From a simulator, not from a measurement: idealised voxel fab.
Process module under the name voxel transistor to metal
Section cut is 290 nm wide and gridded with 5 nm square cells.
Just so we're on the same page, the cross-sections are grids of square cells, and they're listed out in bands top to bottom, each band one or more rows deep.
For a band, the entry starts with two heights in nm, that of the top and then that of the bottom, and carries on with the band's materials in order from left to right, each alongside its width in nm; the word "throughout" beside a single material means it fills the band edge to edge, and "empty" means empty space.
It should be noted that heights are counted from 0, beneath which the wafer as supplied is of one material throughout, and that the lowest band possesses no lower boundary but continues downward, as written in "top 0, no bottom".
Think of "30->40" as a width that walks from the first number to the second as you go down the band, top row to bottom row, taking equal-sized steps from row to row.
Any step labelled "all unchanged" changed none of the cells in the cross-section.
Look at "Catalogued sealed voids" for the closed voids: empty spaces with no open path to the top, sized 8 cells or up. Each is width x height at distance, distance from the left edge, all nm.
Whatever follows a step's settings on its line is a remark the simulator itself makes about that step.
You can add "overlay nm" to a step's line. For a step with a mask, it describes how far the mask lay to the right of its planned position, and a negative number describes a lay to the left.
### Set out below are the planned steps of the process
- 1: op RECEIVE | material Si
- 2: op OXIDIZE | depth nm 5
- 3: op CONFORMAL_DEP | material SiN | thk nm 15
- 4: op DIRECTIONAL_DEP | material aC | thk nm 10
- 5: op PATTERN | tone cover | mask id ACTIVE | material resist | width nm 115 | pitch nm 145 | thk nm 25 | overlay nm 0
- 6: op DIRECTIONAL_ETCH | etch materials aC | depth nm 10
- 7: op STRIP | etch materials resist
- 8: op DIRECTIONAL_ETCH | etch materials SiN | depth nm 15
- 9: op DIRECTIONAL_ETCH | etch materials SiO2 | depth nm 5
- 10: op DIRECTIONAL_ETCH | etch materials Si | depth nm 35
- 11: op STRIP | etch materials aC
- 12: op FILL_DEP | material SiO2 | thk nm 15
- 13: op CMP | height nm 15
- 14: op SELECTIVE_ETCH | etch materials SiO2 | depth nm 10
- 15: op STRIP | etch materials SiN
- 16: op SELECTIVE_ETCH | etch materials SiO2 | depth nm 5
- 17: op OXIDIZE | depth nm 5
- 18: op DIRECTIONAL_DEP | material polySi | thk nm 20
- 19: op DIRECTIONAL_DEP | material SiCN | thk nm 10
- 20: op DIRECTIONAL_DEP | material aC | thk nm 15
- 21: op PATTERN | tone cover | mask id GATE | material resist | width nm 35 | pitch nm 145 | thk nm 30 | overlay nm 0
- 22: op DIRECTIONAL_ETCH | etch materials aC | depth nm 15
- 23: op STRIP | etch materials resist
- 24: op DIRECTIONAL_ETCH | etch materials SiCN | depth nm 20
- 25: op DIRECTIONAL_ETCH | etch materials polySi | depth nm 30
- 26: op STRIP | etch materials aC
- 27: op CONFORMAL_DEP | material SiO2 | thk nm 5
- 28: op DIRECTIONAL_ETCH | etch materials SiO2 | depth nm 5
- 29: op CONFORMAL_DEP | material SiN | thk nm 5
- 30: op DIRECTIONAL_ETCH | etch materials SiN | depth nm 5
- 31: op DIRECTIONAL_ETCH | etch materials SiO2 | depth nm 5
- 32: op DIRECTIONAL_ETCH | etch materials Si | depth nm 10
- 33: op EPI | material SiGe | thk nm 10
- 34: op FILL_DEP | material SiO2 | thk nm 10
- 35: op CMP | height nm 15
- 36: op STRIP | etch materials polySi
- 37: op SELECTIVE_ETCH | etch materials SiO2 | depth nm 5
- 38: op CONFORMAL_DEP | material HfO2 | thk nm 5
- 39: op CONFORMAL_DEP | material TiN | thk nm 5
- 40: op FILL_DEP | material W | thk nm 5
- 41: op CMP | height nm 10
- 42: op DIRECTIONAL_DEP | material SiO2 | thk nm 10
- 43: op PATTERN | tone open | mask id CONTACT | material resist | width nm 20 | thk nm 20 | overlay nm 0
- 44: op DIRECTIONAL_ETCH | etch materials SiO2 | depth nm 30
- 45: op STRIP | etch materials resist
- 46: op CONFORMAL_DEP | material TiN | thk nm 5
- 47: op FILL_DEP | material Ru | thk nm 10
- 48: op CMP | height nm 20
- 49: op DIRECTIONAL_DEP | material TiN | thk nm 5
- 50: op DIRECTIONAL_DEP | material W | thk nm 25
- 51: op PATTERN | tone cover | mask id METAL_1 | material resist | width nm 15 | thk nm 15 | overlay nm 0
- 52: op DIRECTIONAL_ETCH | etch materials W | depth nm 25
- 53: op DIRECTIONAL_ETCH | etch materials TiN | depth nm 5
- 54: op STRIP | etch materials resist
- 55: op FILL_DEP | material lowk | thk nm 10
- 56: op CMP | height nm 50
- 57: op CONFORMAL_DEP | material SiCN | thk nm 5
- 58: op DIRECTIONAL_DEP | material SiO2 | thk nm 30
- 59: op MASKED_ETCH | tone open | mask id METAL_2 | width nm 20 | pitch nm 145 | etch materials SiO2 | depth nm 15 | overlay nm 0
- 60: op MASKED_ETCH | tone open | mask id METAL_2_HOLES | width nm 15 | pitch nm 145 | etch materials SiO2 | depth nm 15 | overlay nm 0
- 61: op MASKED_ETCH | tone open | mask id METAL_2_HOLES | width nm 15 | pitch nm 145 | etch materials SiCN | depth nm 5 | overlay nm 0
- 62: op CONFORMAL_DEP | material TiN | thk nm 5
- 63: op FILL_DEP | material Cu | thk nm 10
- 64: op CMP | height nm 85
- 65: op CONFORMAL_DEP | material SiN | thk nm 5
Heads up: all these wafers start the same, and what changes between them is the width nm in step 51. The value you see in the plan is just what the first wafer got.
### Cross-section of the first of several received wafers, showing its state after step 1
	top 0, no bottom  Si throughout
	Catalogued sealed voids: none
### Post step 65, the closing step of the module: first of several wafers, cross-sectioned
	top 90, bottom 85  SiN throughout
	top 85, bottom 75  SiO2=20, TiN=5, Cu=10, TiN=5, SiO2=125, TiN=5, Cu=10, TiN=5, SiO2=105
	top 75, bottom 70  SiO2=20, TiN=5, Cu=5, TiN=10, SiO2=125, TiN=5, Cu=5, TiN=10, SiO2=105
	top 70, bottom 55  SiO2=20, TiN=5, Cu=5, TiN=5, SiO2=130, TiN=5, Cu=5, TiN=5, SiO2=110
	top 55, bottom 50  SiCN=20, TiN=15, SiCN=130, TiN=15, SiCN=110
	top 50, bottom 25  lowk=25, W=15, lowk=70, W=15, lowk=45, W=15, lowk=70, W=15, lowk=20
	top 25, bottom 20  lowk=25, TiN=15, lowk=70, TiN=15, lowk=45, TiN=15, lowk=70, TiN=15, lowk=20
	top 20, bottom 10  SiO2=20, TiN=5, Ru=10, TiN=5, SiO2=65, TiN=5, Ru=10, TiN=5, SiO2=40, TiN=5, Ru=10, TiN=5, SiO2=65, TiN=5, Ru=10, TiN=5, SiO2=20
	top 10, bottom 5  SiO2=20, TiN=5, Ru=10, TiN=5, SiO2=5, SiN=5, HfO2=5, TiN=5, W=25, TiN=5, HfO2=5, SiN=5, SiO2=5, TiN=5, Ru=10, TiN=5, SiO2=40, TiN=5, Ru=10, TiN=5, SiO2=5, SiN=5, HfO2=5, TiN=5, W=25, TiN=5, HfO2=5, SiN=5, SiO2=5, TiN=5, Ru=10, TiN=5, SiO2=20
	top 5, bottom 0  SiO2=20, TiN=20, SiO2=5, SiN=5, HfO2=5, TiN=5, W=25, TiN=5, HfO2=5, SiN=5, SiO2=5, TiN=20, SiO2=40, TiN=20, SiO2=5, SiN=5, HfO2=5, TiN=5, W=25, TiN=5, HfO2=5, SiN=5, SiO2=5, TiN=20, SiO2=20
	top 0, bottom -5  SiO2=15, SiN=5, SiGe=10, TiN=5, SiGe=10, SiN=5, HfO2=5, TiN=35, HfO2=5, SiN=5, SiGe=10, TiN=5, SiGe=10, SiN=5, SiO2=30, SiN=5, SiGe=10, TiN=5, SiGe=10, SiN=5, HfO2=5, TiN=35, HfO2=5, SiN=5, SiGe=10, TiN=5, SiGe=10, SiN=5, SiO2=15
	top -5, bottom -10  SiO2=20, SiGe=10, TiN=5, SiGe=10, SiO2=5, HfO2=45, SiO2=5, SiGe=10, TiN=5, SiGe=10, SiO2=40, SiGe=10, TiN=5, SiGe=10, SiO2=5, HfO2=45, SiO2=5, SiGe=10, TiN=5, SiGe=10, SiO2=20
	top -10, bottom -20  SiO2=15, Si=5, SiGe=25, Si=55, SiGe=25, Si=5, SiO2=30, Si=5, SiGe=25, Si=55, SiGe=25, Si=5, SiO2=15
	top -20, bottom -40  SiO2=15, Si=115, SiO2=30, Si=115, SiO2=15
	top -40, no bottom  Si throughout
	Catalogued sealed voids: none
### Cross-section, module end, final of several wafers
	top 90, bottom 85  SiN throughout
	top 85, bottom 75  SiO2=20, TiN=5, Cu=10, TiN=5, SiO2=125, TiN=5, Cu=10, TiN=5, SiO2=105
	top 75, bottom 70  SiO2=20, TiN=5, Cu=5, TiN=10, SiO2=125, TiN=5, Cu=5, TiN=10, SiO2=105
	top 70, bottom 55  SiO2=20, TiN=5, Cu=5, TiN=5, SiO2=130, TiN=5, Cu=5, TiN=5, SiO2=110
	top 55, bottom 50  SiCN=20, TiN=15, SiCN=130, TiN=15, SiCN=110
	top 50, bottom 25  lowk=15, W=30, lowk=55, W=30, lowk=30, W=30, lowk=55, W=30, lowk=15
	top 25, bottom 20  lowk=15, TiN=30, lowk=55, TiN=30, lowk=30, TiN=30, lowk=55, TiN=30, lowk=15
	top 20, bottom 10  SiO2=20, TiN=5, Ru=10, TiN=5, SiO2=65, TiN=5, Ru=10, TiN=5, SiO2=40, TiN=5, Ru=10, TiN=5, SiO2=65, TiN=5, Ru=10, TiN=5, SiO2=20
	top 10, bottom 5  SiO2=20, TiN=5, Ru=10, TiN=5, SiO2=5, SiN=5, HfO2=5, TiN=5, W=25, TiN=5, HfO2=5, SiN=5, SiO2=5, TiN=5, Ru=10, TiN=5, SiO2=40, TiN=5, Ru=10, TiN=5, SiO2=5, SiN=5, HfO2=5, TiN=5, W=25, TiN=5, HfO2=5, SiN=5, SiO2=5, TiN=5, Ru=10, TiN=5, SiO2=20
	top 5, bottom 0  SiO2=20, TiN=20, SiO2=5, SiN=5, HfO2=5, TiN=5, W=25, TiN=5, HfO2=5, SiN=5, SiO2=5, TiN=20, SiO2=40, TiN=20, SiO2=5, SiN=5, HfO2=5, TiN=5, W=25, TiN=5, HfO2=5, SiN=5, SiO2=5, TiN=20, SiO2=20
	top 0, bottom -5  SiO2=15, SiN=5, SiGe=10, TiN=5, SiGe=10, SiN=5, HfO2=5, TiN=35, HfO2=5, SiN=5, SiGe=10, TiN=5, SiGe=10, SiN=5, SiO2=30, SiN=5, SiGe=10, TiN=5, SiGe=10, SiN=5, HfO2=5, TiN=35, HfO2=5, SiN=5, SiGe=10, TiN=5, SiGe=10, SiN=5, SiO2=15
	top -5, bottom -10  SiO2=20, SiGe=10, TiN=5, SiGe=10, SiO2=5, HfO2=45, SiO2=5, SiGe=10, TiN=5, SiGe=10, SiO2=40, SiGe=10, TiN=5, SiGe=10, SiO2=5, HfO2=45, SiO2=5, SiGe=10, TiN=5, SiGe=10, SiO2=20
	top -10, bottom -20  SiO2=15, Si=5, SiGe=25, Si=55, SiGe=25, Si=5, SiO2=30, Si=5, SiGe=25, Si=55, SiGe=25, Si=5, SiO2=15
	top -20, bottom -40  SiO2=15, Si=115, SiO2=30, Si=115, SiO2=15
	top -40, no bottom  Si throughout
	Catalogued sealed voids: none
### The table below has one row for each wafer; a row shows, as of the end of the module, how many cells of each material the wafer has gained, marked (+), or lost, marked (-), since it was received, and then the wafer's closed voids
width nm 15 | +16 Cu | +30 HfO2 | +24 Ru | -228 Si | +52 SiCN | +72 SiGe | +74 SiN | +534 SiO2 | +114 TiN | +80 W | +276 lowk | Catalogued sealed voids: none
width nm 20 | +16 Cu | +30 HfO2 | +24 Ru | -228 Si | +52 SiCN | +72 SiGe | +74 SiN | +534 SiO2 | +118 TiN | +100 W | +252 lowk | Catalogued sealed voids: none
width nm 25 | +16 Cu | +30 HfO2 | +24 Ru | -228 Si | +52 SiCN | +72 SiGe | +74 SiN | +534 SiO2 | +122 TiN | +120 W | +228 lowk | Catalogued sealed voids: none
width nm 30 | +16 Cu | +30 HfO2 | +24 Ru | -228 Si | +52 SiCN | +72 SiGe | +74 SiN | +534 SiO2 | +126 TiN | +140 W | +204 lowk | Catalogued sealed voids: none
